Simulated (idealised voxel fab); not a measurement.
This section sets out a process module, namely voxel ribs on slabs.
For reference, the cross-section in this document is cut, with width 295 nm and square cells of 5 nm.
Reading order for cross-sections: top band down to bottom band. Underlying form: a grid of square cells. Band size: one or more rows of cells. Top, bottom (nm), then materials left to right with widths (nm); lone material tagged "all across" fills the whole band edge to edge; "air" = empty space. Heights are expressed relative to 0, this being the level below which the as-received wafer comprises one material exclusively. The lowest band is unbounded in the downward direction and is denoted as in "z 0 and below". With a width like "30..40", each row of cells in the band differs from the next by the same amount, the top row carrying the first number and the bottom row the second. Where a step carries "no modification", the cross-section came out of it unchanged, cell for cell. "Closed void listing" lists enclosed empty spaces (at least 8 cells, no open path upward to the top), each as width x height at distance from the left edge, in nm. On a step's line, text after the settings is the simulator commenting on that step. For masked steps, "overlay nm" on the step line gives how far right of plan the mask actually lay; a minus sign means it lay to the left.

[Listed below are the process steps as planned]
step 1: RECEIVE: material Si
step 2: DIRECTIONAL_DEP: material SiO2, thk nm 30
step 3: DIRECTIONAL_DEP: material SiN, thk nm 15
step 4: DIRECTIONAL_DEP: material aC, thk nm 10
step 5: PATTERN: tone cover, mask id RIB, material resist, width nm 15, thk nm 25, overlay nm 0
step 6: DIRECTIONAL_ETCH: etch materials aC, depth nm 10
step 7: STRIP: etch materials resist
step 8: DIRECTIONAL_ETCH: etch materials SiN, depth nm 5
step 9: STRIP: etch materials aC
step 10: PATTERN: tone cover, mask id SLAB, material resist, width nm 70, thk nm 15, overlay nm 0
step 11: DIRECTIONAL_ETCH: etch materials SiN, depth nm 10
step 12: STRIP: etch materials resist
step 13: FILL_DEP: material SiO2, thk nm 20
step 14: CMP: height nm 55
step 15: DIRECTIONAL_DEP: material TiN, thk nm 5
step 16: PATTERN: tone cover, mask id HEATER, material resist, width nm 30, thk nm 15, overlay nm 0
step 17: DIRECTIONAL_ETCH: etch materials TiN, depth nm 5
step 18: STRIP: etch materials resist
step 19: CONFORMAL_DEP: material SiN, thk nm 10
All wafers enter the flow in the same state. The width nm at step 5 differs from wafer to wafer, and the plan gives the value for the first wafer.

[Cross-section of the first incoming wafer of several, state after step 1]
* z 0 and below | Si all across
* Closed void listing: none

[For your reference, the table is organized with a row per wafer; each row reflects the wafer at the end of the module, indicating for each material the cells gained (+) or lost (-) since receipt, and thereafter its closed voids]
width nm 15; +153 SiN; +618 SiO2; +6 TiN; Closed void listing: none
width nm 20; +154 SiN; +617 SiO2; +6 TiN; Closed void listing: none
width nm 25; +155 SiN; +616 SiO2; +6 TiN; Closed void listing: none
width nm 30; +156 SiN; +615 SiO2; +6 TiN; Closed void listing: none
width nm 35; +157 SiN; +614 SiO2; +6 TiN; Closed void listing: none
